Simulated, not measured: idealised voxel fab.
This section sets out a process module, namely voxel ribs on slabs.
Shown is cross-section cut, with a width of 225 nm and square cells of size 5 nm.
A cross-section is written here as square cells arranged in a grid, and it is given in bands from the top down, each band taking up one or more rows of cells. Heights first: top, then bottom, in nm. Then materials, left to right, each with a width in nm. "everywhere" on a single material: fills the band edge to edge. "air": empty space. We count height from 0. Below that, the starting wafer is all one material. The lowest band never ends at the bottom but goes on down; see "z 0 and below" for how that is written. A width such as "30 to 40" changes by the same amount from each row of cells to the next, from the band's top row to its bottom row. The designation "nothing got changed", where it is given for a processing step, indicates that no cell of the cross-section was altered in the course of that step. Basically, "Sealed void inventory" tells you about the enclosed voids: empty spaces with no open way to the top, 8 cells or bigger, each written width x height at distance, where distance is from the left edge, all in nm. If you see something after the settings on a step's line, that's the simulator's own remark about that step. overlay nm: right-of-plan distance of the mask on a masked step; negative values mean left-of-plan.
# The process steps that were planned are listed below
step 1: RECEIVE: material Si
step 2: DIRECTIONAL_DEP: material SiO2, thk nm 25
step 3: DIRECTIONAL_DEP: material SiN, thk nm 20
step 4: MASKED_ETCH: tone cover, mask id RIB, width nm 30, etch materials SiN, depth nm 10, overlay nm 0
step 5: PATTERN: tone cover, mask id SLAB, material resist, width nm 80, thk nm 20, overlay nm 0
step 6: DIRECTIONAL_ETCH: etch materials SiN, depth nm 10
step 7: STRIP: etch materials resist
step 8: FILL_DEP: material SiO2, thk nm 20
step 9: CMP: height nm 60
step 10: DIRECTIONAL_DEP: material W, thk nm 10
step 11: DIRECTIONAL_DEP: material aC, thk nm 15
step 12: PATTERN: tone cover, mask id HEATER, material resist, width nm 40, thk nm 30, overlay nm 0
step 13: DIRECTIONAL_ETCH: etch materials aC, depth nm 15
step 14: STRIP: etch materials resist
step 15: DIRECTIONAL_ETCH: etch materials W, depth nm 10
step 16: STRIP: etch materials aC
step 17: CONFORMAL_DEP: material SiN, thk nm 5
# The first of a set of two wafers, run to plan
# Wafer as received: cross-section following step 1
  z 0 and below  Si everywhere
  Sealed void inventory: none
# After step 2: wafer cross-section
  z 25 to 0  SiO2 everywhere
  For the remainder of the cross-section, below 0, there is no change.
# After step 3: wafer cross-section
  z 45 to 25  SiN everywhere
  For the remainder of the cross-section, below 25, there is no change.
# After step 4: wafer cross-section
  z 45 to 35  95 nm air, then 30 nm SiN, then 100 nm air
  For the remainder of the cross-section, below 35, there is no change.
# After step 5: wafer cross-section
  z 65 to 45  70 nm air, then 80 nm resist, then 75 nm air
  z 45 to 35  70 nm air, then 25 nm resist, then 30 nm SiN, then 25 nm resist, then 75 nm air
  For the remainder of the cross-section, below 35, there is no change.
# After step 6: wafer cross-section
  z 65 to 45  70 nm air, then 80 nm resist, then 75 nm air
  z 45 to 35  70 nm air, then 25 nm resist, then 30 nm SiN, then 25 nm resist, then 75 nm air
  z 35 to 25  70 nm air, then 80 nm SiN, then 75 nm air
  For the remainder of the cross-section, below 25, there is no change.
# After step 7: wafer cross-section
  z 45 to 35  95 nm air, then 30 nm SiN, then 100 nm air
  For the remainder of the cross-section, below 35, there is no change.
# After step 8: wafer cross-section
  z 65 to 45  SiO2 everywhere
  z 45 to 35  95 nm SiO2, then 30 nm SiN, then 100 nm SiO2
  z 35 to 25  70 nm SiO2, then 80 nm SiN, then 75 nm SiO2
  For the remainder of the cross-section, below 25, there is no change.
# After step 9: wafer cross-section
  z 60 to 45  SiO2 everywhere
  For the remainder of the cross-section, below 45, there is no change.
# After step 10: wafer cross-section
  z 70 to 60  W everywhere
  For the remainder of the cross-section, below 60, there is no change.
# After step 11: wafer cross-section
  z 85 to 70  aC everywhere
  For the remainder of the cross-section, below 70, there is no change.
# After step 12: wafer cross-section
  z 115 to 85  90 nm air, then 40 nm resist, then 95 nm air
  For the remainder of the cross-section, below 85, there is no change.
# After step 13: wafer cross-section
  z 100 to 85  90 nm air, then 40 nm resist, then 95 nm air
  z 85 to 70  90 nm air, then 40 nm aC, then 95 nm air
  For the remainder of the cross-section, below 70, there is no change.
# After step 14: wafer cross-section
  z 85 to 70  90 nm air, then 40 nm aC, then 95 nm air
  For the remainder of the cross-section, below 70, there is no change.
# After step 15: wafer cross-section
  z 85 to 70  90 nm air, then 40 nm aC, then 95 nm air
  z 70 to 60  90 nm air, then 40 nm W, then 95 nm air
  For the remainder of the cross-section, below 60, there is no change.
# After step 16: wafer cross-section
  z 70 to 60  90 nm air, then 40 nm W, then 95 nm air
  For the remainder of the cross-section, below 60, there is no change.
# After step 17: wafer cross-section
  z 75 to 70  85 nm air, then 50 nm SiN, then 90 nm air
  z 70 to 65  85 nm air, then 5 nm SiN, then 40 nm W, then 5 nm SiN, then 90 nm air
  z 65 to 60  90 nm SiN, then 40 nm W, then 95 nm SiN
  For the remainder of the cross-section, below 60, there is no change.
# For the second wafer, take the first wafer's start and plan, then add one mistake made in running it; everything through step 4, that step included, is shared with the first
# Cross-section: second wafer, time at which step 5 was scheduled to end
  z 65 to 45  70 nm air, then 85 nm resist, then 70 nm air
  z 45 to 35  70 nm air, then 25 nm resist, then 30 nm SiN, then 30 nm resist, then 70 nm air
  For the remainder of the cross-section, below 35, there is no change.
# Cross-section: second wafer, time at which step 6 was scheduled to end
  z 65 to 45  70 nm air, then 85 nm resist, then 70 nm air
  z 45 to 35  70 nm air, then 25 nm resist, then 30 nm SiN, then 30 nm resist, then 70 nm air
  z 35 to 25  70 nm air, then 85 nm SiN, then 70 nm air
  For the remainder of the cross-section, below 25, there is no change.
# Cross-section: second wafer, time at which step 7 was scheduled to end
  z 45 to 35  95 nm air, then 30 nm SiN, then 100 nm air
  For the remainder of the cross-section, below 35, there is no change.
# Cross-section: second wafer, time at which step 8 was scheduled to end
  z 65 to 45  SiO2 everywhere
  z 45 to 35  95 nm SiO2, then 30 nm SiN, then 100 nm SiO2
  z 35 to 25  70 nm SiO2, then 85 nm SiN, then 70 nm SiO2
  For the remainder of the cross-section, below 25, there is no change.
# Cross-section: second wafer, time at which step 9 was scheduled to end
  z 60 to 45  SiO2 everywhere
  For the remainder of the cross-section, below 45, there is no change.
# Cross-section: second wafer, time at which step 10 was scheduled to end
  z 70 to 60  W everywhere
  For the remainder of the cross-section, below 60, there is no change.
# Cross-section: second wafer, time at which step 11 was scheduled to end
  z 85 to 70  aC everywhere
  For the remainder of the cross-section, below 70, there is no change.
# Cross-section: second wafer, time at which step 12 was scheduled to end
  z 115 to 85  90 nm air, then 40 nm resist, then 95 nm air
  For the remainder of the cross-section, below 85, there is no change.
# Cross-section: second wafer, time at which step 13 was scheduled to end
  z 100 to 85  90 nm air, then 40 nm resist, then 95 nm air
  z 85 to 70  90 nm air, then 40 nm aC, then 95 nm air
  For the remainder of the cross-section, below 70, there is no change.
# Cross-section: second wafer, time at which step 14 was scheduled to end
  z 85 to 70  90 nm air, then 40 nm aC, then 95 nm air
  For the remainder of the cross-section, below 70, there is no change.
# Cross-section: second wafer, time at which step 15 was scheduled to end
  z 85 to 70  90 nm air, then 40 nm aC, then 95 nm air
  z 70 to 60  90 nm air, then 40 nm W, then 95 nm air
  For the remainder of the cross-section, below 60, there is no change.
# Cross-section: second wafer, time at which step 16 was scheduled to end
  z 70 to 60  90 nm air, then 40 nm W, then 95 nm air
  For the remainder of the cross-section, below 60, there is no change.
# Cross-section: second wafer, time at which step 17 was scheduled to end
  z 75 to 70  85 nm air, then 50 nm SiN, then 90 nm air
  z 70 to 65  85 nm air, then 5 nm SiN, then 40 nm W, then 5 nm SiN, then 90 nm air
  z 65 to 60  90 nm SiN, then 40 nm W, then 95 nm SiN
  For the remainder of the cross-section, below 60, there is no change.
Processing error: step 5 off recipe, ran as PATTERN: tone cover, mask id SLAB, material resist, width nm 85, thk nm 20, overlay nm 0
At the finish, the second wafer shows more or fewer cells for some materials than the first does: +2 SiN; -2 SiO2
